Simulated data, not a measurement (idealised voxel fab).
Process module name: voxel self aligned vias
It is cross-section cut that appears here, measuring 155 nm in width, its square cells being 5 nm in size.
Square cells in a grid make up a cross-section in this document, and the grid is given as bands, listed from the top down, each one or more rows of cells. Top height, bottom height, nm. Materials left to right, width each, nm. Single material + "all across" = fills band edge to edge. "air" = empty. Heights are expressed relative to 0, this being the level below which the as-received wafer comprises one material exclusively. The lowest band is unbounded in the downward direction and is denoted as in "top 0, no bottom". Top row gets the first number, bottom row gets the second, and each row in between changes by the same step: that is how a band width like "30 to 40" works. Where the words "everything unchanged" appear for a step, the cross-section shows no cell changed by that step; every cell remained as before. Look at "Sealed void listing" for the closed voids: empty spaces with no open path to the top, sized 8 cells or up. Each is width x height at distance, distance from the left edge, all nm. Formally, on a step line, whatever follows the settings is a remark that the simulator itself makes on the step. overlay nm: step with mask; distance mask lay right of planned place; negative value = left of planned place.
[Below is the list of planned process steps]
1: RECEIVE: material Si
2: CONFORMAL_DEP: material SiO2, thk nm 10
3: CONFORMAL_DEP: material SiCN, thk nm 5
4: DIRECTIONAL_DEP: material SiO2, thk nm 20
5: DIRECTIONAL_DEP: material aC, thk nm 15
6: PATTERN: tone open, mask id LINES, material resist, width nm 25, pitch nm 60, thk nm 35, overlay nm 0
7: DIRECTIONAL_ETCH: etch materials aC, depth nm 15
8: STRIP: etch materials resist
9: DIRECTIONAL_ETCH: etch materials SiO2, depth nm 20
10: STRIP: etch materials aC
11: CONFORMAL_DEP: material TiN, thk nm 5
12: FILL_DEP: material W, thk nm 10
13: CMP: height nm 35
14: SELECTIVE_ETCH: etch materials W Ru TiN, depth nm 10
15: FILL_DEP: material SiN, thk nm 10
16: CMP: height nm 35
17: DIRECTIONAL_DEP: material SiO2, thk nm 15
18: PATTERN: tone open, mask id VIAS, material resist, width nm 35, pitch nm 60, thk nm 15, overlay nm -15
19: DIRECTIONAL_ETCH: etch materials SiO2, depth nm 15
20: DIRECTIONAL_ETCH: etch materials SiN, depth nm 10
21: STRIP: etch materials resist
22: CONFORMAL_DEP: material TiN, thk nm 5
23: FILL_DEP: material W, thk nm 5
24: CMP: height nm 50
25: CONFORMAL_DEP: material SiCN, thk nm 5
Among the wafers covered here, the point of difference is the overlay nm at step 18; their starting state is shared, and the plan presents the value of the first wafer.
[Cross-section, first of several wafers, as delivered after step 1]
- top 0, no bottom | Si all across
- Sealed void listing: none
[After the module's final step, step 25: the first of several wafers in cross-section]
- top 55, bottom 50 | SiCN all across
- top 50, bottom 40 | SiO2: 15, then TiN: 5, then W: 25, then TiN: 5, then SiO2: 25, then TiN: 5, then W: 25, then TiN: 5, then SiO2: 45
- top 40, bottom 35 | SiO2: 15, then TiN: 25, then W: 5, then TiN: 5, then SiO2: 25, then TiN: 25, then W: 5, then TiN: 5, then SiO2: 45
- top 35, bottom 30 | SiO2: 35, then TiN: 5, then W: 5, then TiN: 5, then SiN: 10, then SiO2: 35, then TiN: 5, then W: 5, then TiN: 5, then SiN: 10, then SiO2: 35
- top 30, bottom 25 | SiO2: 35, then TiN: 15, then SiN: 10, then SiO2: 35, then TiN: 15, then SiN: 10, then SiO2: 35
- top 25, bottom 20 | SiO2: 35, then TiN: 5, then W: 15, then TiN: 5, then SiO2: 35, then TiN: 5, then W: 15, then TiN: 5, then SiO2: 35
- top 20, bottom 15 | SiO2: 35, then TiN: 25, then SiO2: 35, then TiN: 25, then SiO2: 35
- top 15, bottom 10 | SiCN all across
- top 10, bottom 0 | SiO2 all across
- top 0, no bottom | Si all across
- Sealed void listing: none
[The last wafer as seen in cross-section at the end of the module]
- top 55, bottom 50 | SiCN all across
- top 50, bottom 40 | SiO2: 45, then TiN: 5, then W: 25, then TiN: 5, then SiO2: 25, then TiN: 5, then W: 25, then TiN: 5, then SiO2: 15
- top 40, bottom 35 | SiO2: 45, then TiN: 5, then W: 5, then TiN: 25, then SiO2: 25, then TiN: 5, then W: 5, then TiN: 25, then SiO2: 15
- top 35, bottom 30 | SiO2: 35, then SiN: 10, then TiN: 5, then W: 5, then TiN: 5, then SiO2: 35, then SiN: 10, then TiN: 5, then W: 5, then TiN: 5, then SiO2: 35
- top 30, bottom 25 | SiO2: 35, then SiN: 10, then TiN: 15, then SiO2: 35, then SiN: 10, then TiN: 15, then SiO2: 35
- top 25, bottom 20 | SiO2: 35, then TiN: 5, then W: 15, then TiN: 5, then SiO2: 35, then TiN: 5, then W: 15, then TiN: 5, then SiO2: 35
- top 20, bottom 15 | SiO2: 35, then TiN: 25, then SiO2: 35, then TiN: 25, then SiO2: 35
- top 15, bottom 10 | SiCN all across
- top 10, bottom 0 | SiO2 all across
- top 0, no bottom | Si all across
- Sealed void listing: none
[wafer rows; end of module; cells per material since receipt: (+) gained, (-) lost; then closed voids]
overlay nm -15 | +62 SiCN | +8 SiN | +197 SiO2 | +44 TiN | +30 W | Sealed void listing: none
overlay nm -10 | +62 SiCN | +4 SiN | +197 SiO2 | +44 TiN | +34 W | Sealed void listing: none
overlay nm -5 | +62 SiCN | +197 SiO2 | +44 TiN | +38 W | Sealed void listing: none
overlay nm 0 | +62 SiCN | +197 SiO2 | +44 TiN | +38 W | Sealed void listing: none
overlay nm 5 | +62 SiCN | +197 SiO2 | +44 TiN | +38 W | Sealed void listing: none
overlay nm 10 | +62 SiCN | +4 SiN | +197 SiO2 | +44 TiN | +34 W | Sealed void listing: none
overlay nm 15 | +62 SiCN | +8 SiN | +197 SiO2 | +44 TiN | +30 W | Sealed void listing: none
